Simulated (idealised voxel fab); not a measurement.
The following is a process module called voxel transistor to metal.
Square cell edge 5 nm, section width 280 nm, ID cut.
Think of the cross-section as a grid of square cells. We describe it in bands, top to bottom, and each band covers one or more rows of those cells. The band entry comprises the height of the band's top followed by the height of its bottom, expressed in nm, and subsequently the band's materials from left to right, each stated together with its width in nm. Where a single material is marked with the word "everywhere", that material fills the band from edge to edge. The word "air" represents empty space. It should be noted that heights are counted from 0, beneath which the wafer as supplied is of one material throughout, and that the lowest band possesses no lower boundary but continues downward, as written in "z 0 and below". When a width is written as two numbers, as in "30 to 40", the first number is the width in the top row of cells of the band and the second is the width in its bottom row, and the width changes by the same amount from each row to the next. It should be understood that the words "stayed the same", when stated for a given step, signify that the cross-section underwent no change in any of its cells during that step. Basically, "Unvented cavities" tells you about the enclosed voids: empty spaces with no open way to the top, 8 cells or bigger, each written width x height at distance, where distance is from the left edge, all in nm. Past the settings on a step's line: simulator remark, on that step. overlay nm: mask offset rightward from planned place, masked step; negative means leftward offset.
**Here's what the planned process steps look like**
1: RECEIVE | material Si
2: OXIDIZE | depth nm 5
3: CONFORMAL_DEP | material SiN | thk nm 10
4: PATTERN | tone cover | mask id ACTIVE | material resist | width nm 110 | pitch nm 130 | thk nm 15 | overlay nm 0
5: DIRECTIONAL_ETCH | etch materials SiN | depth nm 10
6: DIRECTIONAL_ETCH | etch materials SiO2 | depth nm 5
7: DIRECTIONAL_ETCH | etch materials Si | depth nm 35
8: STRIP | etch materials resist
9: FILL_DEP | material SiO2 | thk nm 10
10: CMP | height nm 10
11: SELECTIVE_ETCH | etch materials SiO2 | depth nm 10
12: STRIP | etch materials SiN
13: SELECTIVE_ETCH | etch materials SiO2 | depth nm 5
14: OXIDIZE | depth nm 5
15: DIRECTIONAL_DEP | material polySi | thk nm 25
16: DIRECTIONAL_DEP | material SiCN | thk nm 15
17: MASKED_ETCH | tone cover | mask id GATE | width nm 30 | pitch nm 130 | etch materials SiCN | depth nm 25 | overlay nm 0
18: MASKED_ETCH | tone cover | mask id GATE | width nm 30 | pitch nm 130 | etch materials polySi | depth nm 35 | overlay nm 0
19: CONFORMAL_DEP | material SiN | thk nm 10
20: DIRECTIONAL_ETCH | etch materials SiN | depth nm 10
21: DIRECTIONAL_ETCH | etch materials SiO2 | depth nm 5
22: DIRECTIONAL_ETCH | etch materials Si | depth nm 5
23: EPI | material nSi | thk nm 5
24: FILL_DEP | material SiO2 | thk nm 5
25: CMP | height nm 20
26: STRIP | etch materials polySi
27: SELECTIVE_ETCH | etch materials SiO2 | depth nm 5
28: CONFORMAL_DEP | material HfO2 | thk nm 5
29: CONFORMAL_DEP | material TiN | thk nm 5
30: FILL_DEP | material W | thk nm 5
31: CMP | height nm 15
32: DIRECTIONAL_DEP | material SiO2 | thk nm 10
33: PATTERN | tone open | mask id CONTACT | material resist | width nm 15 | thk nm 15 | overlay nm 0
34: DIRECTIONAL_ETCH | etch materials SiO2 | depth nm 35
35: STRIP | etch materials resist
36: CONFORMAL_DEP | material TiN | thk nm 5
37: FILL_DEP | material W | thk nm 10
38: CMP | height nm 25
39: CONFORMAL_DEP | material SiCN | thk nm 5
40: DIRECTIONAL_DEP | material lowk | thk nm 25
41: PATTERN | tone open | mask id METAL_1 | material resist | width nm 15 | thk nm 15 | overlay nm 0
42: DIRECTIONAL_ETCH | etch materials lowk | depth nm 25
43: DIRECTIONAL_ETCH | etch materials SiCN | depth nm 5
44: STRIP | etch materials resist
45: CONFORMAL_DEP | material TiN | thk nm 5
46: FILL_DEP | material Ru | thk nm 5
47: CMP | height nm 55
48: CONFORMAL_DEP | material SiCN | thk nm 5
**As-received wafer cross-section (after step 1)**
* z 0 and below: Si everywhere
* Unvented cavities: none
**Module complete - cross-section of the first of two wafers, run according to plan**
* z 60 to 55: SiCN everywhere
* z 55 to 30: lowk 30  TiN 5  Ru 5  TiN 5  lowk 60  TiN 5  Ru 5  TiN 5  lowk 40  TiN 5  Ru 5  TiN 5  lowk 60  TiN 5  Ru 5  TiN 5  lowk 30
* z 30 to 25: SiCN 30  TiN 15  SiCN 60  TiN 15  SiCN 40  TiN 15  SiCN 60  TiN 15  SiCN 30
* z 25 to 15: SiO2 30  TiN 5  W 5  TiN 5  SiO2 60  TiN 5  W 5  TiN 5  SiO2 40  TiN 5  W 5  TiN 5  SiO2 60  TiN 5  W 5  TiN 5  SiO2 30
* z 15 to 0: SiO2 30  TiN 5  W 5  TiN 5  SiO2 5  SiN 10  HfO2 5  TiN 5  W 10  TiN 5  HfO2 5  SiN 10  SiO2 5  TiN 5  W 5  TiN 5  SiO2 40  TiN 5  W 5  TiN 5  SiO2 5  SiN 10  HfO2 5  TiN 5  W 10  TiN 5  HfO2 5  SiN 10  SiO2 5  TiN 5  W 5  TiN 5  SiO2 30
* z 0 to -5: SiO2 30  TiN 5  W 5  TiN 5  SiO2 5  SiN 10  HfO2 5  TiN 20  HfO2 5  SiN 10  SiO2 5  TiN 5  W 5  TiN 5  SiO2 40  TiN 5  W 5  TiN 5  SiO2 5  SiN 10  HfO2 5  TiN 20  HfO2 5  SiN 10  SiO2 5  TiN 5  W 5  TiN 5  SiO2 30
* z -5 to -10: SiO2 30  TiN 15  nSi 5  SiO2 5  HfO2 40  SiO2 5  nSi 5  TiN 15  SiO2 40  TiN 15  nSi 5  SiO2 5  HfO2 40  SiO2 5  nSi 5  TiN 15  SiO2 30
* z -10 to -15: SiO2 20  nSi 30  Si 50  nSi 30  SiO2 20  nSi 30  Si 50  nSi 30  SiO2 20
* z -15 to -40: SiO2 20  Si 110  SiO2 20  Si 110  SiO2 20
* z -40 and below: Si everywhere
* Unvented cavities: none
**Cross-section of the latter of the two wafers at module completion. It had an identical start and an identical plan to the former; in running it, one mistake was made**
* z 60 to 55: SiCN everywhere
* z 55 to 30: lowk 30  TiN 5  Ru 5  TiN 5  lowk 60  TiN 5  Ru 5  TiN 5  lowk 40  TiN 5  Ru 5  TiN 5  lowk 60  TiN 5  Ru 5  TiN 5  lowk 30
* z 30 to 25: SiCN 30  TiN 15  SiCN 60  TiN 15  SiCN 40  TiN 15  SiCN 60  TiN 15  SiCN 30
* z 25 to 15: SiO2 30  TiN 5  W 5  TiN 5  SiO2 60  TiN 5  W 5  TiN 5  SiO2 40  TiN 5  W 5  TiN 5  SiO2 60  TiN 5  W 5  TiN 5  SiO2 30
* z 15 to 0: SiO2 30  TiN 5  W 5  TiN 5  SiO2 5  SiN 10  HfO2 5  TiN 5  W 10  TiN 5  HfO2 5  SiN 10  SiO2 5  TiN 5  W 5  TiN 5  SiO2 40  TiN 5  W 5  TiN 5  SiO2 5  SiN 10  HfO2 5  TiN 5  W 10  TiN 5  HfO2 5  SiN 10  SiO2 5  TiN 5  W 5  TiN 5  SiO2 30
* z 0 to -5: SiO2 30  TiN 5  W 5  TiN 5  SiO2 5  SiN 10  HfO2 5  TiN 20  HfO2 5  SiN 10  SiO2 5  TiN 5  W 5  TiN 5  SiO2 40  TiN 5  W 5  TiN 5  SiO2 5  SiN 10  HfO2 5  TiN 20  HfO2 5  SiN 10  SiO2 5  TiN 5  W 5  TiN 5  SiO2 30
* z -5 to -10: SiO2 30  TiN 15  nSi 5  SiO2 5  HfO2 40  SiO2 5  nSi 5  TiN 15  SiO2 40  TiN 15  nSi 5  SiO2 5  HfO2 40  SiO2 5  nSi 5  TiN 15  SiO2 30
* z -10 to -15: SiO2 20  nSi 30  Si 50  nSi 30  SiO2 20  nSi 30  Si 50  nSi 30  SiO2 20
* z -15 to -75: SiO2 20  Si 110  SiO2 20  Si 110  SiO2 20
* z -75 and below: Si everywhere
* Unvented cavities: none
It is concluded that the wafer was processed incorrectly with respect to the plan, in that it should be noted that step 7 of the plan was executed twice
Final difference in cells, second wafer against first, listed per material as more or fewer: Si: 84 fewer; SiO2: 84 more
